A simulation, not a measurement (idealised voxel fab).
process module | voxel transistor to metal
For reference, the cross-section in this document is cut, with width 190 nm and square cells of 5 nm.
The cross-sections in this document take the form of a grid made of square cells. They are written out as bands, in order from top to bottom. Each band consists of one or more rows of cells.
Top, bottom (nm), then materials left to right with widths (nm); lone material tagged "all across" fills the whole band edge to edge; "blank" = empty space.
Heads up on the height convention: 0 is the point under which the incoming wafer is all one material, and the lowest band has no bottom, it just keeps going down, like "0 and below".
With a width like "30..40", each row of cells in the band differs from the next by the same amount, the top row carrying the first number and the bottom row the second.
It should be understood that the words "nothing got changed", when stated for a given step, signify that the cross-section underwent no change in any of its cells during that step.
Entry "Entrapped voids". Content: empty spaces with no open connection to the top, size 8 cells or greater. Each: width x height at distance. Distance: from left edge. Unit: nm.
Heads up: the bit after the settings on a step's line is the simulator's remark on that step.
For masked steps, "overlay nm" on the step line gives how far right of plan the mask actually lay; a minus sign means it lay to the left.
**Process steps - plan**
| 1 | RECEIVE: material Si |
| 2 | OXIDIZE: depth nm 5 |
| 3 | CONFORMAL_DEP: material SiN, thk nm 15 |
| 4 | PATTERN: tone cover, mask id ACTIVE, material resist, width nm 115, thk nm 15, overlay nm 0 |
| 5 | DIRECTIONAL_ETCH: etch materials SiN, depth nm 15 |
| 6 | DIRECTIONAL_ETCH: etch materials SiO2, depth nm 5 |
| 7 | DIRECTIONAL_ETCH: etch materials Si, depth nm 30 |
| 8 | STRIP: etch materials resist |
| 9 | FILL_DEP: material SiO2, thk nm 15 |
| 10 | CMP: height nm 15 |
| 11 | SELECTIVE_ETCH: etch materials SiO2, depth nm 15 |
| 12 | STRIP: etch materials SiN |
| 13 | SELECTIVE_ETCH: etch materials SiO2, depth nm 5 |
| 14 | OXIDIZE: depth nm 5 |
| 15 | DIRECTIONAL_DEP: material polySi, thk nm 25 |
| 16 | DIRECTIONAL_DEP: material SiCN, thk nm 10 |
| 17 | DIRECTIONAL_DEP: material aC, thk nm 10 |
| 18 | PATTERN: tone cover, mask id GATE, material resist, width nm 25, thk nm 30, overlay nm 0 |
| 19 | DIRECTIONAL_ETCH: etch materials aC, depth nm 10 |
| 20 | STRIP: etch materials resist |
| 21 | DIRECTIONAL_ETCH: etch materials SiCN, depth nm 20 |
| 22 | DIRECTIONAL_ETCH: etch materials polySi, depth nm 35 |
| 23 | STRIP: etch materials aC |
| 24 | CONFORMAL_DEP: material SiO2, thk nm 5 |
| 25 | DIRECTIONAL_ETCH: etch materials SiO2, depth nm 5 |
| 26 | CONFORMAL_DEP: material SiN, thk nm 5 |
| 27 | DIRECTIONAL_ETCH: etch materials SiN, depth nm 5 |
| 28 | DIRECTIONAL_ETCH: etch materials SiO2, depth nm 5 |
| 29 | DIRECTIONAL_ETCH: etch materials Si, depth nm 10 |
| 30 | EPI: material SiGe, thk nm 10 |
| 31 | FILL_DEP: material SiO2, thk nm 5 |
| 32 | CMP: height nm 30 |
| 33 | DIRECTIONAL_DEP: material SiO2, thk nm 15 |
| 34 | DIRECTIONAL_DEP: material aC, thk nm 15 |
| 35 | PATTERN: tone open, mask id CONTACT, material resist, width nm 30, pitch nm 65, thk nm 30, overlay nm 0 |
| 36 | DIRECTIONAL_ETCH: etch materials aC, depth nm 15 |
| 37 | STRIP: etch materials resist |
| 38 | DIRECTIONAL_ETCH: etch materials SiO2, depth nm 55 |
| 39 | STRIP: etch materials aC |
| 40 | CONFORMAL_DEP: material TiN, thk nm 5 |
| 41 | FILL_DEP: material Ru, thk nm 5 |
| 42 | CMP: height nm 45 |
| 43 | DIRECTIONAL_DEP: material TiN, thk nm 5 |
| 44 | DIRECTIONAL_DEP: material Ru, thk nm 25 |
| 45 | PATTERN: tone cover, mask id METAL_1, material resist, width nm 20, pitch nm 75, thk nm 15, overlay nm 0 |
| 46 | DIRECTIONAL_ETCH: etch materials Ru, depth nm 25 |
| 47 | DIRECTIONAL_ETCH: etch materials TiN, depth nm 5 |
| 48 | STRIP: etch materials resist |
| 49 | FILL_DEP: material lowk, thk nm 10 |
| 50 | CMP: height nm 75 |
| 51 | CONFORMAL_DEP: material SiCN, thk nm 5 |
| 52 | DIRECTIONAL_DEP: material SiO2, thk nm 25 |
| 53 | PATTERN: tone open, mask id METAL_2, material resist, width nm 20, pitch nm 75, thk nm 20, overlay nm 0 |
| 54 | DIRECTIONAL_ETCH: etch materials SiO2, depth nm 15 |
| 55 | STRIP: etch materials resist |
| 56 | DIRECTIONAL_DEP: material aC, thk nm 15 |
| 57 | PATTERN: tone open, mask id METAL_2_HOLES, material resist, width nm 15, pitch nm 75, thk nm 35, overlay nm 0 |
| 58 | DIRECTIONAL_ETCH: etch materials aC, depth nm 15 |
| 59 | STRIP: etch materials resist |
| 60 | DIRECTIONAL_ETCH: etch materials SiO2, depth nm 10 |
| 61 | DIRECTIONAL_ETCH: etch materials SiCN, depth nm 5 |
| 62 | STRIP: etch materials aC |
| 63 | CONFORMAL_DEP: material TiN, thk nm 5 |
| 64 | FILL_DEP: material Cu, thk nm 5 |
| 65 | CMP: height nm 105 |
| 66 | CONFORMAL_DEP: material SiCN, thk nm 5 |
It is noted that the wafers described herein are identical at the outset and are distinguished by the width nm of step 57; the value stated in the plan corresponds to the first wafer.
**After step 1, as received: first of several wafers, cross-section**
- 0 and below = Si all across
- Entrapped voids: none
**Tabulated below, wafer by wafer, are the end-of-module results: for each material, the number of cells gained (+) or lost (-) relative to the as-received state, followed by the closed voids**
width nm 15; +14 Cu; +96 Ru; -179 Si; +80 SiCN; +36 SiGe; +14 SiN; +482 SiO2; +88 TiN; +180 lowk; +25 polySi; Entrapped voids: none
width nm 20; +20 Cu; +96 Ru; -179 Si; +78 SiCN; +36 SiGe; +14 SiN; +478 SiO2; +88 TiN; +180 lowk; +25 polySi; Entrapped voids: none
width nm 25; +22 Cu; +96 Ru; -179 Si; +78 SiCN; +36 SiGe; +14 SiN; +474 SiO2; +90 TiN; +180 lowk; +25 polySi; Entrapped voids: none
width nm 30; +24 Cu; +96 Ru; -179 Si; +78 SiCN; +36 SiGe; +14 SiN; +470 SiO2; +92 TiN; +180 lowk; +25 polySi; Entrapped voids: none
